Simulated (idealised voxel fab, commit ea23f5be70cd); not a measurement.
This section sets out a process module, namely voxel transistor to metal.
This is section cut - it's 195 nm across, gridded in 5 nm square cells.
Bands, listed from the top down, are how a cross-section gets written in this document; the cross-section itself is a grid of square cells, and a band is one or more rows of them.
Heads up on the band format: heights come first, top then bottom, in nm. After that it's the materials left to right, each with its width in nm. A single material flagged "edge to edge" fills the whole band edge to edge, and "blank" means there's empty space there.
Heads up on the height convention: 0 is the point under which the incoming wafer is all one material, and the lowest band has no bottom, it just keeps going down, like "from 0 down".
It should be noted that a width expressed as "30..40" varies in equal increments from row to row of cells within the band, taking the value of the first number at the top row and that of the second number at the bottom row.
Step note "no change" = no cross-section cell changed.
Empty spaces without an open route to the top, at least 8 cells in extent, make up the entry "Voids, enclosed"; each is given as width x height at distance, where the distance is measured from the left edge, and all are in nm.
The remark found on a step's line after its settings is issued by the simulator itself and pertains to that step.
For masked steps, "overlay nm" on the step line gives how far right of plan the mask actually lay; a minus sign means it lay to the left.
Process steps foreseen in the plan:
1,RECEIVE,material Si
2,OXIDIZE,depth nm 5
3,CONFORMAL_DEP,material SiN,thk nm 10
4,DIRECTIONAL_DEP,material aC,thk nm 15
5,PATTERN,tone cover,mask id ACTIVE,material resist,width nm 130,thk nm 30,overlay nm 0
6,DIRECTIONAL_ETCH,etch materials aC,depth nm 15
7,STRIP,etch materials resist
8,DIRECTIONAL_ETCH,etch materials SiN,depth nm 10
9,DIRECTIONAL_ETCH,etch materials SiO2,depth nm 5
10,DIRECTIONAL_ETCH,etch materials Si,depth nm 30
11,STRIP,etch materials aC
12,FILL_DEP,material SiO2,thk nm 5
13,CMP,height nm 10
14,SELECTIVE_ETCH,etch materials SiO2,depth nm 10
15,STRIP,etch materials SiN
16,SELECTIVE_ETCH,etch materials SiO2,depth nm 5
17,OXIDIZE,depth nm 5
18,DIRECTIONAL_DEP,material polySi,thk nm 30
19,DIRECTIONAL_DEP,material SiCN,thk nm 10
20,DIRECTIONAL_DEP,material aC,thk nm 15
21,PATTERN,tone cover,mask id GATE,material resist,width nm 30,thk nm 30,overlay nm 0
22,DIRECTIONAL_ETCH,etch materials aC,depth nm 15
23,STRIP,etch materials resist
24,DIRECTIONAL_ETCH,etch materials SiCN,depth nm 20
25,DIRECTIONAL_ETCH,etch materials polySi,depth nm 40
26,STRIP,etch materials aC
27,CONFORMAL_DEP,material SiN,thk nm 10
28,DIRECTIONAL_ETCH,etch materials SiN,depth nm 10
29,DIRECTIONAL_ETCH,etch materials SiO2,depth nm 5
30,DIRECTIONAL_ETCH,etch materials Si,depth nm 10
31,EPI,material pSi,thk nm 10
32,FILL_DEP,material SiO2,thk nm 10
33,CMP,height nm 25
34,STRIP,etch materials polySi
35,SELECTIVE_ETCH,etch materials SiO2,depth nm 5
36,CONFORMAL_DEP,material HfO2,thk nm 5
37,CONFORMAL_DEP,material TiN,thk nm 5
38,FILL_DEP,material W,thk nm 10
39,CMP,height nm 20
40,DIRECTIONAL_DEP,material SiO2,thk nm 10
41,PATTERN,tone open,mask id CONTACT,material resist,width nm 20,pitch nm 90,thk nm 20,overlay nm -15
42,DIRECTIONAL_ETCH,etch materials SiO2,depth nm 40
43,STRIP,etch materials resist
44,CONFORMAL_DEP,material TiN,thk nm 5
45,FILL_DEP,material W,thk nm 10
46,CMP,height nm 30
47,DIRECTIONAL_DEP,material TiN,thk nm 5
48,DIRECTIONAL_DEP,material Ru,thk nm 25
49,MASKED_ETCH,tone cover,mask id METAL_1,width nm 20,pitch nm 90,etch materials Ru,depth nm 25,overlay nm 0
50,MASKED_ETCH,tone cover,mask id METAL_1,width nm 20,pitch nm 90,etch materials TiN,depth nm 5,overlay nm 0
51,CONFORMAL_DEP,material SiN,thk nm 5
52,FILL_DEP,material SiO2,thk nm 5
53,CMP,height nm 60
54,CONFORMAL_DEP,material SiCN,thk nm 5
Be aware that, although all wafers share a common starting state, the overlay nm at step 41 differs among them, and the plan displays the first wafer's value.
Cross-section of the first of several wafers on receipt, reflecting completion of step 1:
  from 0 down | Si edge to edge
  Voids, enclosed: none
The cross-section of the first of several wafers is given below for the end of the module, after its final step, step 54:
  from 65 to 60 | SiCN edge to edge
  from 60 to 35 | 35 SiO2, then 5 SiN, then 20 Ru, then 5 SiN, then 60 SiO2, then 5 SiN, then 20 Ru, then 5 SiN, then 40 SiO2
  from 35 to 30 | 40 SiN, then 20 TiN, then 70 SiN, then 20 TiN, then 45 SiN
  from 30 to 20 | 25 SiO2, then 5 TiN, then 10 W, then 5 TiN, then 70 SiO2, then 5..10 TiN, then 10..5 W, then 5 TiN, then 60 SiO2
  from 20 to 5 | 25 SiO2, then 5 TiN, then 10 W, then 5 TiN, then 25 SiO2, then 10 SiN, then 5 HfO2, then 5 TiN, then 10 W, then 5 TiN, then 5 HfO2, then 10 SiN, then 5 TiN, then 5 W, then 5 TiN, then 60 SiO2
  from 5 to 0 | 25 SiO2, then 5 TiN, then 10 W, then 5 TiN, then 25 SiO2, then 10 SiN, then 5 HfO2, then 5 TiN, then 10 W, then 5 TiN, then 5 HfO2, then 10 SiN, then 15 TiN, then 60 SiO2
  from 0 to -5 | 25 SiO2, then 5 TiN, then 10 W, then 5 TiN, then 15 SiO2, then 10 pSi, then 10 SiN, then 5 HfO2, then 20 TiN, then 5 HfO2, then 10 SiN, then 10 pSi, then 5 TiN, then 60 SiO2
  from -5 to -10 | 25 SiO2, then 20 TiN, then 15 SiO2, then 10 pSi, then 5 SiO2, then 40 HfO2, then 5 SiO2, then 10 pSi, then 5 TiN, then 60 SiO2
  from -10 to -20 | 30 SiO2, then 40 pSi, then 50 Si, then 40 pSi, then 35 SiO2
  from -20 to -35 | 30 SiO2, then 130 Si, then 35 SiO2
  from -35 down | Si edge to edge
  Voids, enclosed: none
The final wafer, sectioned at module end:
  from 65 to 60 | SiCN edge to edge
  from 60 to 35 | 35 SiO2, then 5 SiN, then 20 Ru, then 5 SiN, then 60 SiO2, then 5 SiN, then 20 Ru, then 5 SiN, then 40 SiO2
  from 35 to 30 | 40 SiN, then 20 TiN, then 70 SiN, then 20 TiN, then 45 SiN
  from 30 to 20 | 55 SiO2, then 5 TiN, then 10..5 W, then 5..10 TiN, then 70 SiO2, then 5 TiN, then 10 W, then 5 TiN, then 30 SiO2
  from 20 to 5 | 55 SiO2, then 5 TiN, then 5 W, then 5 TiN, then 10 SiN, then 5 HfO2, then 5 TiN, then 10 W, then 5 TiN, then 5 HfO2, then 10 SiN, then 25 SiO2, then 5 TiN, then 10 W, then 5 TiN, then 30 SiO2
  from 5 to 0 | 55 SiO2, then 15 TiN, then 10 SiN, then 5 HfO2, then 5 TiN, then 10 W, then 5 TiN, then 5 HfO2, then 10 SiN, then 25 SiO2, then 5 TiN, then 10 W, then 5 TiN, then 30 SiO2
  from 0 to -5 | 55 SiO2, then 5 TiN, then 10 pSi, then 10 SiN, then 5 HfO2, then 20 TiN, then 5 HfO2, then 10 SiN, then 10 pSi, then 15 SiO2, then 5 TiN, then 10 W, then 5 TiN, then 30 SiO2
  from -5 to -10 | 55 SiO2, then 5 TiN, then 10 pSi, then 5 SiO2, then 40 HfO2, then 5 SiO2, then 10 pSi, then 15 SiO2, then 20 TiN, then 30 SiO2
  from -10 to -20 | 30 SiO2, then 40 pSi, then 50 Si, then 40 pSi, then 35 SiO2
  from -20 to -35 | 30 SiO2, then 130 Si, then 35 SiO2
  from -35 down | Si edge to edge
  Voids, enclosed: none
So in this table every wafer gets its own row, and what you see is where it stands at the end of the module: for each material, how many cells it picked up (+) or gave up (-) since we received it, and after that its closed voids:
overlay nm -15, +18 HfO2, +40 Ru, -175 Si, +39 SiCN, +71 SiN, +392 SiO2, +54 TiN, +28 W, +40 pSi, Voids, enclosed: none
overlay nm -10, +18 HfO2, +40 Ru, -175 Si, +39 SiCN, +71 SiN, +386 SiO2, +56 TiN, +32 W, +40 pSi, Voids, enclosed: none
overlay nm -5, +18 HfO2, +40 Ru, -175 Si, +39 SiCN, +71 SiN, +384 SiO2, +56 TiN, +34 W, +40 pSi, Voids, enclosed: none
overlay nm 0, +18 HfO2, +40 Ru, -175 Si, +39 SiCN, +71 SiN, +382 SiO2, +56 TiN, +36 W, +40 pSi, Voids, enclosed: none
overlay nm 5, +18 HfO2, +40 Ru, -175 Si, +39 SiCN, +71 SiN, +384 SiO2, +56 TiN, +34 W, +40 pSi, Voids, enclosed: none
overlay nm 10, +18 HfO2, +40 Ru, -175 Si, +39 SiCN, +71 SiN, +386 SiO2, +56 TiN, +32 W, +40 pSi, Voids, enclosed: none
overlay nm 15, +18 HfO2, +40 Ru, -175 Si, +39 SiCN, +71 SiN, +392 SiO2, +54 TiN, +28 W, +40 pSi, Voids, enclosed: none
